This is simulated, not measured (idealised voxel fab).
process module | voxel trench capacitor
Cross-section cut spans 295 nm and uses square cells 5 nm in size.
The cross-sections in this document take the form of a grid made of square cells. They are written out as bands, in order from top to bottom. Each band consists of one or more rows of cells.
The band entry comprises the height of the band's top followed by the height of its bottom, expressed in nm, and subsequently the band's materials from left to right, each stated together with its width in nm. Where a single material is marked with the word "throughout", that material fills the band from edge to edge. The word "blank" represents empty space.
Heads up on the height convention: 0 is the point under which the incoming wafer is all one material, and the lowest band has no bottom, it just keeps going down, like "from 0 down".
Top row gets the first number, bottom row gets the second, and each row in between changes by the same step: that is how a band width like "30..40" works.
"all unchanged" (step): cross-section cells unchanged, all of them.
The entry "Listed closed voids" lists the empty spaces that cover at least 8 cells and have no open path to the top. Each is written as width x height at distance, where the distance is measured from the left edge and all three values are in nm.
Formally, on a step line, whatever follows the settings is a remark that the simulator itself makes on the step.
overlay nm: step with mask; distance mask lay right of planned place; negative value = left of planned place.
# plan
1: RECEIVE: material Si
2: CONFORMAL_DEP: material SiN, thk nm 5
3: DIRECTIONAL_DEP: material aC, thk nm 10
4: PATTERN: tone open, mask id TRENCH, material resist, width nm 20, pitch nm 50, thk nm 30, overlay nm 0
5: DIRECTIONAL_ETCH: etch materials aC, depth nm 10
6: STRIP: etch materials resist
7: DIRECTIONAL_ETCH: etch materials SiN, depth nm 5
8: DIRECTIONAL_ETCH: etch materials Si, depth nm 35
9: STRIP: etch materials aC
10: CONFORMAL_DEP: material SiO2, thk nm 5
11: FILL_DEP: material polySi, thk nm 10
12: CMP: height nm 5
# Step 1 complete: cross-section of the wafer as received
from 0 down | Si throughout
Listed closed voids: none
# First of two wafers, end-of-module section, run followed plan
from 5 to 0 | SiN=60, SiO2=5, polySi=10, SiO2=5, SiN=30, SiO2=5, polySi=10, SiO2=5, SiN=30, SiO2=5, polySi=10, SiO2=5, SiN=30, SiO2=5, polySi=10, SiO2=5, SiN=65
from 0 to -30 | Si=60, SiO2=5, polySi=10, SiO2=5, Si=30, SiO2=5, polySi=10, SiO2=5, Si=30, SiO2=5, polySi=10, SiO2=5, Si=30, SiO2=5, polySi=10, SiO2=5, Si=65
from -30 to -35 | Si=60, SiO2=20, Si=30, SiO2=20, Si=30, SiO2=20, Si=30, SiO2=20, Si=65
from -35 down | Si throughout
Listed closed voids: none
# This cross-section belongs to the second wafer of two at the end of the module; the start and the plan were shared with the first, and the run included one mistake
from 20 to 10 | polySi throughout
from 10 to 5 | SiO2=65, polySi=10, SiO2=40, polySi=10, SiO2=40, polySi=10, SiO2=40, polySi=10, SiO2=70
from 5 to 0 | SiN=60, SiO2=5, polySi=10, SiO2=5, SiN=30, SiO2=5, polySi=10, SiO2=5, SiN=30, SiO2=5, polySi=10, SiO2=5, SiN=30, SiO2=5, polySi=10, SiO2=5, SiN=65
from 0 to -30 | Si=60, SiO2=5, polySi=10, SiO2=5, Si=30, SiO2=5, polySi=10, SiO2=5, Si=30, SiO2=5, polySi=10, SiO2=5, Si=30, SiO2=5, polySi=10, SiO2=5, Si=65
from -30 to -35 | Si=60, SiO2=20, Si=30, SiO2=20, Si=30, SiO2=20, Si=30, SiO2=20, Si=65
from -35 down | Si throughout
Listed closed voids: none
Misprocessing identified: it should be noted that step 12 of the plan was omitted and was not performed
It is noted that, at the conclusion of processing, the second wafer exhibits a higher or lower cell count for certain materials relative to the first: +51 SiO2 | +126 polySi
